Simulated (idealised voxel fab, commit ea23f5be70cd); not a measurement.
The following process module bears the name voxel ribs on slabs.
The figure presents cross-section cut, which has a width of 270 nm and is divided into square cells with an edge length of 5 nm.
How to read a cross-section here: the picture is a grid of square cells, written as bands going from the top down, and any band can span one or more rows of cells.
What a band's entry tells you: where the top is and where the bottom is, as heights in nm, and after that what lies inside, material by material from left to right, each with its width in nm. Empty space is written as the word "empty", and a single material marked with the word "all across" occupies the band from edge to edge.
Height datum 0, below which the as-received substrate wafer is one material. Lowest band open at the bottom, running downward: "0 nm and below".
Per-row width for "30 to 40": begins at first number (top row of band), ends at second number (bottom row), increment between rows held constant.
Where the words "all unchanged" appear for a step, the cross-section shows no cell changed by that step; every cell remained as before.
Empty spaces without an open route to the top, at least 8 cells in extent, make up the entry "Sealed void list"; each is given as width x height at distance, where the distance is measured from the left edge, and all are in nm.
That trailing text on a step's line, after the settings, is the simulator's own remark on the step.
You can add "overlay nm" to a step's line. For a step with a mask, it describes how far the mask lay to the right of its planned position, and a negative number describes a lay to the left.
Every pair from here on: before one process step, after it. The after cross-section reaches only to the lowest band that changed. Below the pair: the step in between and its settings. Pairs can belong to different runs of this module on the same starting wafer; a pair carries on from the pair above only if the entry headed "State before step" says so.

**State before step**
> 0 nm and below = Si all across
> Sealed void list: none

**Post-Process Section**
> 25 nm to 0 nm = SiO2 all across
> Nothing below the height 0 has changed.
> Sealed void list: none
Between the two cross-sections shown above, the process step is op DIRECTIONAL_DEP | material SiO2 | thk nm 25

State before step: after-state, pair directly above.

**Post-Process Section**
> 45 nm to 25 nm = SiN all across
> Nothing below the height 25 has changed.
> Sealed void list: none
Between the two cross-sections shown above, the process step is op DIRECTIONAL_DEP | material SiN | thk nm 20

State before step: after-state, pair directly above.

**Post-Process Section**
> 65 nm to 45 nm = 125 empty, then 15 resist, then 130 empty
> Nothing below the height 45 has changed.
> Sealed void list: none
Between the two cross-sections shown above, the process step is op PATTERN | tone cover | mask id RIB | material resist | width nm 15 | thk nm 20 | overlay nm 0

State before step: after-state, pair directly above.

**Post-Process Section**
> 65 nm to 45 nm = 125 empty, then 15 resist, then 130 empty
> 45 nm to 40 nm = 125 empty, then 15 SiN, then 130 empty
> Nothing below the height 40 has changed.
> Sealed void list: none
Between the two cross-sections shown above, the process step is op DIRECTIONAL_ETCH | etch materials SiN | depth nm 5

State before step: after-state, pair directly above.

**Post-Process Section**
> 45 nm to 40 nm = 125 empty, then 15 SiN, then 130 empty
> Nothing below the height 40 has changed.
> Sealed void list: none
Between the two cross-sections shown above, the process step is op STRIP | etch materials resist

State before step: after-state, pair directly above.

**Post-Process Section**
> 65 nm to 45 nm = 95 empty, then 75 resist, then 100 empty
> 45 nm to 40 nm = 95 empty, then 30 resist, then 15 SiN, then 30 resist, then 100 empty
> Nothing below the height 40 has changed.
> Sealed void list: none
Between the two cross-sections shown above, the process step is op PATTERN | tone cover | mask id SLAB | material resist | width nm 75 | thk nm 20 | overlay nm 0

State before step: after-state, pair directly above.

**Post-Process Section**
> 65 nm to 45 nm = 95 empty, then 75 resist, then 100 empty
> 45 nm to 40 nm = 95 empty, then 30 resist, then 15 SiN, then 30 resist, then 100 empty
> 40 nm to 25 nm = 95 empty, then 75 SiN, then 100 empty
> Nothing below the height 25 has changed.
> Sealed void list: none
Between the two cross-sections shown above, the process step is op DIRECTIONAL_ETCH | etch materials SiN | depth nm 15

State before step: after-state, pair directly above.

**Post-Process Section**
> 45 nm to 40 nm = 125 empty, then 15 SiN, then 130 empty
> Nothing below the height 40 has changed.
> Sealed void list: none
Between the two cross-sections shown above, the process step is op STRIP | etch materials resist

State before step: after-state, pair directly above.

**Post-Process Section**
> 70 nm to 45 nm = SiO2 all across
> 45 nm to 40 nm = 125 SiO2, then 15 SiN, then 130 SiO2
> 40 nm to 25 nm = 95 SiO2, then 75 SiN, then 100 SiO2
> Nothing below the height 25 has changed.
> Sealed void list: none
Between the two cross-sections shown above, the process step is op FILL_DEP | material SiO2 | thk nm 25

State before step: after-state, pair directly above.

**Post-Process Section**
> 60 nm to 45 nm = SiO2 all across
> Nothing below the height 45 has changed.
> Sealed void list: none
Between the two cross-sections shown above, the process step is op CMP | height nm 60

State before step: after-state, pair directly above.

**Post-Process Section**
> 65 nm to 60 nm = W all across
> Nothing below the height 60 has changed.
> Sealed void list: none
Between the two cross-sections shown above, the process step is op DIRECTIONAL_DEP | material W | thk nm 5

State before step: after-state, pair directly above.

**Post-Process Section**
> 65 nm to 60 nm = 120 empty, then 25 W, then 125 empty
> Nothing below the height 60 has changed.
> Sealed void list: none
Between the two cross-sections shown above, the process step is op MASKED_ETCH | tone cover | mask id HEATER | width nm 25 | etch materials W | depth nm 5 | overlay nm 0

State before step: after-state, pair directly above.

**Post-Process Section**
> 70 nm to 65 nm = 115 empty, then 35 SiO2, then 120 empty
> 65 nm to 60 nm = 120 SiO2, then 25 W, then 125 SiO2
> Nothing below the height 60 has changed.
> Sealed void list: none
Between the two cross-sections shown above, the process step is op CONFORMAL_DEP | material SiO2 | thk nm 5

**State before step**
> 25 nm to 0 nm = SiO2 all across
> 0 nm and below = Si all across
> Sealed void list: none

**Post-Process Section**
> 50 nm to 0 nm = SiO2 all across
> Nothing below the height 0 has changed.
> Sealed void list: none
Between the two cross-sections shown above, the process step is op DIRECTIONAL_DEP | material SiO2 | thk nm 25

State before step: after-state, pair directly above.

**Post-Process Section**
> 70 nm to 50 nm = SiN all across
> Nothing below the height 50 has changed.
> Sealed void list: none
Between the two cross-sections shown above, the process step is op DIRECTIONAL_DEP | material SiN | thk nm 20

State before step: after-state, pair directly above.

**Post-Process Section**
> 90 nm to 70 nm = 125 empty, then 15 resist, then 130 empty
> Nothing below the height 70 has changed.
> Sealed void list: none
Between the two cross-sections shown above, the process step is op PATTERN | tone cover | mask id RIB | material resist | width nm 15 | thk nm 20 | overlay nm 0

State before step: after-state, pair directly above.

**Post-Process Section**
> 90 nm to 70 nm = 125 empty, then 15 resist, then 130 empty
> 70 nm to 65 nm = 125 empty, then 15 SiN, then 130 empty
> Nothing below the height 65 has changed.
> Sealed void list: none
Between the two cross-sections shown above, the process step is op DIRECTIONAL_ETCH | etch materials SiN | depth nm 5

State before step: after-state, pair directly above.

**Post-Process Section**
> 70 nm to 65 nm = 125 empty, then 15 SiN, then 130 empty
> Nothing below the height 65 has changed.
> Sealed void list: none
Between the two cross-sections shown above, the process step is op STRIP | etch materials resist

State before step: after-state, pair directly above.

**Post-Process Section**
> 90 nm to 70 nm = 95 empty, then 75 resist, then 100 empty
> 70 nm to 65 nm = 95 empty, then 30 resist, then 15 SiN, then 30 resist, then 100 empty
> Nothing below the height 65 has changed.
> Sealed void list: none
Between the two cross-sections shown above, the process step is op PATTERN | tone cover | mask id SLAB | material resist | width nm 75 | thk nm 20 | overlay nm 0

State before step: after-state, pair directly above.

**Post-Process Section**
> 90 nm to 70 nm = 95 empty, then 75 resist, then 100 empty
> 70 nm to 65 nm = 95 empty, then 30 resist, then 15 SiN, then 30 resist, then 100 empty
> 65 nm to 50 nm = 95 empty, then 75 SiN, then 100 empty
> Nothing below the height 50 has changed.
> Sealed void list: none
Between the two cross-sections shown above, the process step is op DIRECTIONAL_ETCH | etch materials SiN | depth nm 15

State before step: after-state, pair directly above.

**Post-Process Section**
> 70 nm to 65 nm = 125 empty, then 15 SiN, then 130 empty
> Nothing below the height 65 has changed.
> Sealed void list: none
Between the two cross-sections shown above, the process step is op STRIP | etch materials resist

State before step: after-state, pair directly above.

**Post-Process Section**
> 95 nm to 70 nm = SiO2 all across
> 70 nm to 65 nm = 125 SiO2, then 15 SiN, then 130 SiO2
> 65 nm to 50 nm = 95 SiO2, then 75 SiN, then 100 SiO2
> Nothing below the height 50 has changed.
> Sealed void list: none
Between the two cross-sections shown above, the process step is op FILL_DEP | material SiO2 | thk nm 25

State before step: after-state, pair directly above.

**Post-Process Section**
> 60 nm to 50 nm = 95 SiO2, then 75 SiN, then 100 SiO2
> Nothing below the height 50 has changed.
> Sealed void list: none
Between the two cross-sections shown above, the process step is op CMP | height nm 60

State before step: after-state, pair directly above.

**Post-Process Section**
> 65 nm to 60 nm = W all across
> Nothing below the height 60 has changed.
> Sealed void list: none
Between the two cross-sections shown above, the process step is op DIRECTIONAL_DEP | material W | thk nm 5

State before step: after-state, pair directly above.

**Post-Process Section**
> 65 nm to 60 nm = 120 empty, then 25 W, then 125 empty
> Nothing below the height 60 has changed.
> Sealed void list: none
Between the two cross-sections shown above, the process step is op MASKED_ETCH | tone cover | mask id HEATER | width nm 25 | etch materials W | depth nm 5 | overlay nm 0

State before step: after-state, pair directly above.

**Post-Process Section**
> 70 nm to 65 nm = 115 empty, then 35 SiO2, then 120 empty
> 65 nm to 60 nm = 120 SiO2, then 25 W, then 125 SiO2
> Nothing below the height 60 has changed.
> Sealed void list: none
Between the two cross-sections shown above, the process step is op CONFORMAL_DEP | material SiO2 | thk nm 5

**State before step**
> 25 nm to 0 nm = SiO2 all across
> 0 nm and below = Si all across
> Sealed void list: none

**Post-Process Section**
> 45 nm to 25 nm = 125 empty, then 15 resist, then 130 empty
> Nothing below the height 25 has changed.
> Sealed void list: none
Between the two cross-sections shown above, the process step is op PATTERN | tone cover | mask id RIB | material resist | width nm 15 | thk nm 20 | overlay nm 0

State before step: after-state, pair directly above.

**Post-Process Section**
> 65 nm to 45 nm = 125 empty, then 15 SiN, then 130 empty
> 45 nm to 25 nm = 125 SiN, then 15 resist, then 130 SiN
> Nothing below the height 25 has changed.
> Sealed void list: none
Between the two cross-sections shown above, the process step is op DIRECTIONAL_DEP | material SiN | thk nm 20

State before step: after-state, pair directly above.

**Post-Process Section**
> 60 nm to 45 nm = 125 empty, then 15 SiN, then 130 empty
> 45 nm to 40 nm = 125 empty, then 15 resist, then 130 empty
> Nothing below the height 40 has changed.
> Sealed void list: none
Between the two cross-sections shown above, the process step is op DIRECTIONAL_ETCH | etch materials SiN | depth nm 5

State before step: after-state, pair directly above.

**Post-Process Section**
> 40 nm to 25 nm = 125 SiN, then 15 empty, then 130 SiN
> Nothing below the height 25 has changed.
> Sealed void list: none
Between the two cross-sections shown above, the process step is op STRIP | etch materials resist

State before step: after-state, pair directly above.

**Post-Process Section**
> 60 nm to 40 nm = 95 empty, then 75 resist, then 100 empty
> 40 nm to 25 nm = 125 SiN, then 15 resist, then 130 SiN
> Nothing below the height 25 has changed.
> Sealed void list: none
Between the two cross-sections shown above, the process step is op PATTERN | tone cover | mask id SLAB | material resist | width nm 75 | thk nm 20 | overlay nm 0

State before step: after-state, pair directly above.

**Post-Process Section**
> 60 nm to 40 nm = 95 empty, then 75 resist, then 100 empty
> 40 nm to 25 nm = 95 empty, then 30 SiN, then 15 resist, then 30 SiN, then 100 empty
> Nothing below the height 25 has changed.
> Sealed void list: none
Between the two cross-sections shown above, the process step is op DIRECTIONAL_ETCH | etch materials SiN | depth nm 15

State before step: after-state, pair directly above.

**Post-Process Section**
> 40 nm to 25 nm = 95 empty, then 30 SiN, then 15 empty, then 30 SiN, then 100 empty
> Nothing below the height 25 has changed.
> Sealed void list: none
Between the two cross-sections shown above, the process step is op STRIP | etch materials resist

State before step: after-state, pair directly above.

**Post-Process Section**
> 65 nm to 40 nm = SiO2 all across
> 40 nm to 25 nm = 95 SiO2, then 30 SiN, then 15 SiO2, then 30 SiN, then 100 SiO2
> Nothing below the height 25 has changed.
> Sealed void list: none
Between the two cross-sections shown above, the process step is op FILL_DEP | material SiO2 | thk nm 25

State before step: after-state, pair directly above.

**Post-Process Section**
> 60 nm to 40 nm = SiO2 all across
> Nothing below the height 40 has changed.
> Sealed void list: none
Between the two cross-sections shown above, the process step is op CMP | height nm 60

State before step: after-state, pair directly above.

**Post-Process Section**
> 65 nm to 60 nm = W all across
> Nothing below the height 60 has changed.
> Sealed void list: none
Between the two cross-sections shown above, the process step is op DIRECTIONAL_DEP | material W | thk nm 5

State before step: after-state, pair directly above.

**Post-Process Section**
> 65 nm to 60 nm = 120 empty, then 25 W, then 125 empty
> Nothing below the height 60 has changed.
> Sealed void list: none
Between the two cross-sections shown above, the process step is op MASKED_ETCH | tone cover | mask id HEATER | width nm 25 | etch materials W | depth nm 5 | overlay nm 0

State before step: after-state, pair directly above.

**Post-Process Section**
> 70 nm to 65 nm = 115 empty, then 35 SiO2, then 120 empty
> 65 nm to 60 nm = 120 SiO2, then 25 W, then 125 SiO2
> Nothing below the height 60 has changed.
> Sealed void list: none
Between the two cross-sections shown above, the process step is op CONFORMAL_DEP | material SiO2 | thk nm 5

**State before step**
> 0 nm and below = Si all across
> Sealed void list: none

**Post-Process Section**
> 20 nm to 0 nm = SiO2 all across
> Nothing below the height 0 has changed.
> Sealed void list: none
Between the two cross-sections shown above, the process step is op DIRECTIONAL_DEP | material SiO2 | thk nm 20

State before step: after-state, pair directly above.

**Post-Process Section**
> 40 nm to 20 nm = SiN all across
> Nothing below the height 20 has changed.
> Sealed void list: none
Between the two cross-sections shown above, the process step is op DIRECTIONAL_DEP | material SiN | thk nm 20

State before step: after-state, pair directly above.

**Post-Process Section**
> 60 nm to 40 nm = 125 empty, then 15 resist, then 130 empty
> Nothing below the height 40 has changed.
> Sealed void list: none
Between the two cross-sections shown above, the process step is op PATTERN | tone cover | mask id RIB | material resist | width nm 15 | thk nm 20 | overlay nm 0

State before step: after-state, pair directly above.

**Post-Process Section**
> 60 nm to 40 nm = 125 empty, then 15 resist, then 130 empty
> 40 nm to 35 nm = 125 empty, then 15 SiN, then 130 empty
> Nothing below the height 35 has changed.
> Sealed void list: none
Between the two cross-sections shown above, the process step is op DIRECTIONAL_ETCH | etch materials SiN | depth nm 5

State before step: after-state, pair directly above.

**Post-Process Section**
> 40 nm to 35 nm = 125 empty, then 15 SiN, then 130 empty
> Nothing below the height 35 has changed.
> Sealed void list: none
Between the two cross-sections shown above, the process step is op STRIP | etch materials resist

State before step: after-state, pair directly above.

**Post-Process Section**
> 60 nm to 40 nm = 95 empty, then 75 resist, then 100 empty
> 40 nm to 35 nm = 95 empty, then 30 resist, then 15 SiN, then 30 resist, then 100 empty
> Nothing below the height 35 has changed.
> Sealed void list: none
Between the two cross-sections shown above, the process step is op PATTERN | tone cover | mask id SLAB | material resist | width nm 75 | thk nm 20 | overlay nm 0

State before step: after-state, pair directly above.

**Post-Process Section**
> 60 nm to 40 nm = 95 empty, then 75 resist, then 100 empty
> 40 nm to 35 nm = 95 empty, then 30 resist, then 15 SiN, then 30 resist, then 100 empty
> 35 nm to 20 nm = 95 empty, then 75 SiN, then 100 empty
> Nothing below the height 20 has changed.
> Sealed void list: none
Between the two cross-sections shown above, the process step is op DIRECTIONAL_ETCH | etch materials SiN | depth nm 15

State before step: after-state, pair directly above.

**Post-Process Section**
> 40 nm to 35 nm = 125 empty, then 15 SiN, then 130 empty
> Nothing below the height 35 has changed.
> Sealed void list: none
Between the two cross-sections shown above, the process step is op STRIP | etch materials resist

State before step: after-state, pair directly above.

**Post-Process Section**
> 65 nm to 40 nm = SiO2 all across
> 40 nm to 35 nm = 125 SiO2, then 15 SiN, then 130 SiO2
> 35 nm to 20 nm = 95 SiO2, then 75 SiN, then 100 SiO2
> Nothing below the height 20 has changed.
> Sealed void list: none
Between the two cross-sections shown above, the process step is op FILL_DEP | material SiO2 | thk nm 25

State before step: after-state, pair directly above.

**Post-Process Section**
> 60 nm to 40 nm = SiO2 all across
> Nothing below the height 40 has changed.
> Sealed void list: none
Between the two cross-sections shown above, the process step is op CMP | height nm 60

State before step: after-state, pair directly above.

**Post-Process Section**
> 65 nm to 60 nm = W all across
> Nothing below the height 60 has changed.
> Sealed void list: none
Between the two cross-sections shown above, the process step is op DIRECTIONAL_DEP | material W | thk nm 5

State before step: after-state, pair directly above.

**Post-Process Section**
> 65 nm to 60 nm = 120 empty, then 25 W, then 125 empty
> Nothing below the height 60 has changed.
> Sealed void list: none
Between the two cross-sections shown above, the process step is op MASKED_ETCH | tone cover | mask id HEATER | width nm 25 | etch materials W | depth nm 5 | overlay nm 0

State before step: after-state, pair directly above.

**Post-Process Section**
> 70 nm to 65 nm = 115 empty, then 35 SiO2, then 120 empty
> 65 nm to 60 nm = 120 SiO2, then 25 W, then 125 SiO2
> Nothing below the height 60 has changed.
> Sealed void list: none
Between the two cross-sections shown above, the process step is op CONFORMAL_DEP | material SiO2 | thk nm 5

**State before step**
> 65 nm to 60 nm = W all across
> 60 nm to 45 nm = SiO2 all across
> 45 nm to 40 nm = 125 SiO2, then 15 SiN, then 130 SiO2
> 40 nm to 25 nm = 95 SiO2, then 75 SiN, then 100 SiO2
> 25 nm to 0 nm = SiO2 all across
> 0 nm and below = Si all across
> Sealed void list: none

**Post-Process Section**
> 65 nm to 60 nm = 120 empty, then 30 W, then 120 empty
> Nothing below the height 60 has changed.
> Sealed void list: none
Between the two cross-sections shown above, the process step is op MASKED_ETCH | tone cover | mask id HEATER | width nm 30 | etch materials W | depth nm 5 | overlay nm 0

State before step: after-state, pair directly above.

**Post-Process Section**
> 70 nm to 65 nm = 115 empty, then 40 SiO2, then 115 empty
> 65 nm to 60 nm = 120 SiO2, then 30 W, then 120 SiO2
> Nothing below the height 60 has changed.
> Sealed void list: none
Between the two cross-sections shown above, the process step is op CONFORMAL_DEP | material SiO2 | thk nm 5

**State before step**
> 45 nm to 40 nm = 125 empty, then 15 SiN, then 130 empty
> 40 nm to 25 nm = SiN all across
> 25 nm to 0 nm = SiO2 all across
> 0 nm and below = Si all across
> Sealed void list: none

**Post-Process Section**
> 65 nm to 45 nm = 105 empty, then 75 resist, then 90 empty
> 45 nm to 40 nm = 105 empty, then 20 resist, then 15 SiN, then 40 resist, then 90 empty
> Nothing below the height 40 has changed.
> Sealed void list: none
Between the two cross-sections shown above, the process step is op PATTERN | tone cover | mask id SLAB | material resist | width nm 75 | thk nm 20 | overlay nm 10

State before step: after-state, pair directly above.

**Post-Process Section**
> 65 nm to 45 nm = 105 empty, then 75 resist, then 90 empty
> 45 nm to 40 nm = 105 empty, then 20 resist, then 15 SiN, then 40 resist, then 90 empty
> 40 nm to 25 nm = 105 empty, then 75 SiN, then 90 empty
> Nothing below the height 25 has changed.
> Sealed void list: none
Between the two cross-sections shown above, the process step is op DIRECTIONAL_ETCH | etch materials SiN | depth nm 15

State before step: after-state, pair directly above.

**Post-Process Section**
> 45 nm to 40 nm = 125 empty, then 15 SiN, then 130 empty
> Nothing below the height 40 has changed.
> Sealed void list: none
Between the two cross-sections shown above, the process step is op STRIP | etch materials resist

State before step: after-state, pair directly above.

**Post-Process Section**
> 70 nm to 45 nm = SiO2 all across
> 45 nm to 40 nm = 125 SiO2, then 15 SiN, then 130 SiO2
> 40 nm to 25 nm = 105 SiO2, then 75 SiN, then 90 SiO2
> Nothing below the height 25 has changed.
> Sealed void list: none
Between the two cross-sections shown above, the process step is op FILL_DEP | material SiO2 | thk nm 25

State before step: after-state, pair directly above.

**Post-Process Section**
> 60 nm to 45 nm = SiO2 all across
> Nothing below the height 45 has changed.
> Sealed void list: none
Between the two cross-sections shown above, the process step is op CMP | height nm 60

State before step: after-state, pair directly above.

**Post-Process Section**
> 65 nm to 60 nm = W all across
> Nothing below the height 60 has changed.
> Sealed void list: none
Between the two cross-sections shown above, the process step is op DIRECTIONAL_DEP | material W | thk nm 5

State before step: after-state, pair directly above.

**Post-Process Section**
> 65 nm to 60 nm = 120 empty, then 25 W, then 125 empty
> Nothing below the height 60 has changed.
> Sealed void list: none
Between the two cross-sections shown above, the process step is op MASKED_ETCH | tone cover | mask id HEATER | width nm 25 | etch materials W | depth nm 5 | overlay nm 0

State before step: after-state, pair directly above.

**Post-Process Section**
> 70 nm to 65 nm = 115 empty, then 35 SiO2, then 120 empty
> 65 nm to 60 nm = 120 SiO2, then 25 W, then 125 SiO2
> Nothing below the height 60 has changed.
> Sealed void list: none
Between the two cross-sections shown above, the process step is op CONFORMAL_DEP | material SiO2 | thk nm 5

**State before step**
> 45 nm to 40 nm = 125 empty, then 15 SiN, then 130 empty
> 40 nm to 25 nm = 95 empty, then 75 SiN, then 100 empty
> 25 nm to 0 nm = SiO2 all across
> 0 nm and below = Si all across
> Sealed void list: none

**Post-Process Section**
> 70 nm to 25 nm = SiN all across
> Nothing below the height 25 has changed.
> Sealed void list: none
Between the two cross-sections shown above, the process step is op FILL_DEP | material SiN | thk nm 25

State before step: after-state, pair directly above.

**Post-Process Section**
> 60 nm to 25 nm = SiN all across
> Nothing below the height 25 has changed.
> Sealed void list: none
Between the two cross-sections shown above, the process step is op CMP | height nm 60

State before step: after-state, pair directly above.

**Post-Process Section**
> 65 nm to 60 nm = W all across
> Nothing below the height 60 has changed.
> Sealed void list: none
Between the two cross-sections shown above, the process step is op DIRECTIONAL_DEP | material W | thk nm 5

State before step: after-state, pair directly above.

**Post-Process Section**
> 65 nm to 60 nm = 120 empty, then 25 W, then 125 empty
> Nothing below the height 60 has changed.
> Sealed void list: none
Between the two cross-sections shown above, the process step is op MASKED_ETCH | tone cover | mask id HEATER | width nm 25 | etch materials W | depth nm 5 | overlay nm 0

State before step: after-state, pair directly above.

**Post-Process Section**
> 70 nm to 65 nm = 115 empty, then 35 SiO2, then 120 empty
> 65 nm to 60 nm = 120 SiO2, then 25 W, then 125 SiO2
> Nothing below the height 60 has changed.
> Sealed void list: none
Between the two cross-sections shown above, the process step is op CONFORMAL_DEP | material SiO2 | thk nm 5

**State before step**
> 45 nm to 40 nm = 125 empty, then 15 SiN, then 130 empty
> 40 nm to 25 nm = SiN all across
> 25 nm to 0 nm = SiO2 all across
> 0 nm and below = Si all across
> Sealed void list: none

**Post-Process Section**
> 65 nm to 45 nm = 95 resist, then 75 empty, then 100 resist
> 45 nm to 40 nm = 95 resist, then 30 empty, then 15 SiN, then 30 empty, then 100 resist
> Nothing below the height 40 has changed.
> Sealed void list: none
Between the two cross-sections shown above, the process step is op PATTERN | tone open | mask id SLAB | material resist | width nm 75 | thk nm 20 | overlay nm 0

State before step: after-state, pair directly above.

**Post-Process Section**
> 65 nm to 40 nm = 95 resist, then 75 empty, then 100 resist
> 40 nm to 30 nm = 95 SiN, then 75 empty, then 100 SiN
> 30 nm to 25 nm = 95 SiN, then 30 empty, then 15 SiN, then 30 empty, then 100 SiN
> Nothing below the height 25 has changed.
> Sealed void list: none
Between the two cross-sections shown above, the process step is op DIRECTIONAL_ETCH | etch materials SiN | depth nm 15

State before step: after-state, pair directly above.

**Post-Process Section**
> 40 nm to 30 nm = 95 SiN, then 75 empty, then 100 SiN
> Nothing below the height 30 has changed.
> Sealed void list: none
Between the two cross-sections shown above, the process step is op STRIP | etch materials resist

State before step: after-state, pair directly above.

**Post-Process Section**
> 65 nm to 40 nm = SiO2 all across
> 40 nm to 30 nm = 95 SiN, then 75 SiO2, then 100 SiN
> 30 nm to 25 nm = 95 SiN, then 30 SiO2, then 15 SiN, then 30 SiO2, then 100 SiN
> Nothing below the height 25 has changed.
> Sealed void list: none
Between the two cross-sections shown above, the process step is op FILL_DEP | material SiO2 | thk nm 25

State before step: after-state, pair directly above.

**Post-Process Section**
> 60 nm to 40 nm = SiO2 all across
> Nothing below the height 40 has changed.
> Sealed void list: none
Between the two cross-sections shown above, the process step is op CMP | height nm 60

State before step: after-state, pair directly above.

**Post-Process Section**
> 65 nm to 60 nm = W all across
> Nothing below the height 60 has changed.
> Sealed void list: none
Between the two cross-sections shown above, the process step is op DIRECTIONAL_DEP | material W | thk nm 5

State before step: after-state, pair directly above.

**Post-Process Section**
> 65 nm to 60 nm = 120 empty, then 25 W, then 125 empty
> Nothing below the height 60 has changed.
> Sealed void list: none
Between the two cross-sections shown above, the process step is op MASKED_ETCH | tone cover | mask id HEATER | width nm 25 | etch materials W | depth nm 5 | overlay nm 0

State before step: after-state, pair directly above.

**Post-Process Section**
> 70 nm to 65 nm = 115 empty, then 35 SiO2, then 120 empty
> 65 nm to 60 nm = 120 SiO2, then 25 W, then 125 SiO2
> Nothing below the height 60 has changed.
> Sealed void list: none
Between the two cross-sections shown above, the process step is op CONFORMAL_DEP | material SiO2 | thk nm 5
